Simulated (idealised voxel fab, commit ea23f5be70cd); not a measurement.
Documented hereafter: the process module known as voxel transistor to metal.
Section shown: cut. Width: 185 nm. Cell size: 5 nm, square.
A cross-section is written here as square cells arranged in a grid, and it is given in bands from the top down, each band taking up one or more rows of cells.
Quick guide to a band line: top height, bottom height (nm) up front; then every material left to right with its width in nm. Only one material and it's marked "throughout"? Then it fills the band edge to edge. And "blank" just means empty space.
Where do heights start? At 0: under that level the wafer as delivered is made of one material only. And the lowest band has no floor; it just carries on downward, as in "0 nm and below".
The two numbers in a width such as "30->40" mark its ends across the band: the first belongs to the top row of cells, the second to the bottom row, and from each row to the next the width moves by the same amount.
Where the words "no change" appear for a step, the cross-section shows no cell changed by that step; every cell remained as before.
Enclosed voids (no open way to top), threshold 8 cells or more, entry "Closed voids list", notation width x height at distance, distance from left edge, nm.
If you see something after the settings on a step's line, that's the simulator's own remark about that step.
overlay nm: on a step with a mask, how far right of its planned place the mask lay; negative means left.

### So here's the lineup of process steps we planned
1: RECEIVE with material Si
2: OXIDIZE with depth nm 5
3: CONFORMAL_DEP with material SiN, thk nm 10
4: DIRECTIONAL_DEP with material aC, thk nm 10
5: PATTERN with tone cover, mask id ACTIVE, material resist, width nm 120, thk nm 25, overlay nm -15
6: DIRECTIONAL_ETCH with etch materials aC, depth nm 10
7: STRIP with etch materials resist
8: DIRECTIONAL_ETCH with etch materials SiN, depth nm 10
9: DIRECTIONAL_ETCH with etch materials SiO2, depth nm 5
10: DIRECTIONAL_ETCH with etch materials Si, depth nm 20
11: STRIP with etch materials aC
12: OXIDIZE with depth nm 5
13: FILL_DEP with material SiO2, thk nm 5
14: CMP with height nm 10
15: SELECTIVE_ETCH with etch materials SiO2, depth nm 5
16: STRIP with etch materials SiN
17: SELECTIVE_ETCH with etch materials SiO2, depth nm 5
18: OXIDIZE with depth nm 5
19: DIRECTIONAL_DEP with material polySi, thk nm 25
20: DIRECTIONAL_DEP with material SiCN, thk nm 10
21: PATTERN with tone cover, mask id GATE, material resist, width nm 30, thk nm 15, overlay nm 0
22: DIRECTIONAL_ETCH with etch materials SiCN, depth nm 20
23: DIRECTIONAL_ETCH with etch materials polySi, depth nm 35
24: STRIP with etch materials resist
25: CONFORMAL_DEP with material SiO2, thk nm 5
26: DIRECTIONAL_ETCH with etch materials SiO2, depth nm 5
27: CONFORMAL_DEP with material SiN, thk nm 5
28: DIRECTIONAL_ETCH with etch materials SiN, depth nm 5
29: DIRECTIONAL_ETCH with etch materials SiO2, depth nm 5
30: DIRECTIONAL_ETCH with etch materials Si, depth nm 5
31: EPI with material SiGe, thk nm 5
32: FILL_DEP with material SiO2, thk nm 5
33: CMP with height nm 20
34: STRIP with etch materials polySi
35: SELECTIVE_ETCH with etch materials SiO2, depth nm 5
36: CONFORMAL_DEP with material HfO2, thk nm 5
37: CONFORMAL_DEP with material TiN, thk nm 5
38: FILL_DEP with material W, thk nm 5
39: CMP with height nm 15
40: DIRECTIONAL_DEP with material SiO2, thk nm 15
41: PATTERN with tone open, mask id CONTACT, material resist, width nm 15, pitch nm 85, thk nm 15, overlay nm 0
42: DIRECTIONAL_ETCH with etch materials SiO2, depth nm 40
43: STRIP with etch materials resist
44: CONFORMAL_DEP with material TiN, thk nm 5
45: FILL_DEP with material Ru, thk nm 10
46: CMP with height nm 30
47: CONFORMAL_DEP with material SiN, thk nm 5
48: DIRECTIONAL_DEP with material SiO2, thk nm 25
49: PATTERN with tone open, mask id METAL_1, material resist, width nm 15, pitch nm 85, thk nm 20, overlay nm 0
50: DIRECTIONAL_ETCH with etch materials SiO2, depth nm 25
51: DIRECTIONAL_ETCH with etch materials SiN, depth nm 5
52: STRIP with etch materials resist
53: CONFORMAL_DEP with material TiN, thk nm 5
54: FILL_DEP with material Cu, thk nm 10
55: CMP with height nm 60
56: CONFORMAL_DEP with material SiCN, thk nm 5
Every wafer here starts from the same state; it is the step 5 overlay nm that distinguishes them, and the value the plan gives belongs to the first wafer.

### First of several wafers (as received, post step 1), cross-sectional view
  0 nm and below | Si throughout
  Closed voids list: none

### Heads up, this table goes wafer by wafer. A row tells you, at the end of the module, how many cells of each material that wafer has put on (+) or dropped (-) since it was received, and then its closed voids
overlay nm -15 | +10 Cu | +16 HfO2 | +12 Ru | -146 Si | +37 SiCN | +14 SiGe | +41 SiN | +413 SiO2 | +72 TiN | +12 W | Closed voids list: none
overlay nm -10 | +10 Cu | +16 HfO2 | +12 Ru | -146 Si | +37 SiCN | +14 SiGe | +41 SiN | +413 SiO2 | +72 TiN | +12 W | Closed voids list: none
overlay nm -5 | +10 Cu | +16 HfO2 | +14 Ru | -146 Si | +37 SiCN | +14 SiGe | +41 SiN | +411 SiO2 | +72 TiN | +12 W | Closed voids list: none
overlay nm 0 | +10 Cu | +16 HfO2 | +14 Ru | -146 Si | +37 SiCN | +14 SiGe | +41 SiN | +411 SiO2 | +72 TiN | +12 W | Closed voids list: none
overlay nm 5 | +10 Cu | +16 HfO2 | +14 Ru | -146 Si | +37 SiCN | +14 SiGe | +41 SiN | +411 SiO2 | +72 TiN | +12 W | Closed voids list: none
overlay nm 10 | +10 Cu | +16 HfO2 | +12 Ru | -146 Si | +37 SiCN | +14 SiGe | +41 SiN | +413 SiO2 | +72 TiN | +12 W | Closed voids list: none
overlay nm 15 | +10 Cu | +16 HfO2 | +12 Ru | -146 Si | +37 SiCN | +14 SiGe | +41 SiN | +413 SiO2 | +72 TiN | +12 W | Closed voids list: none
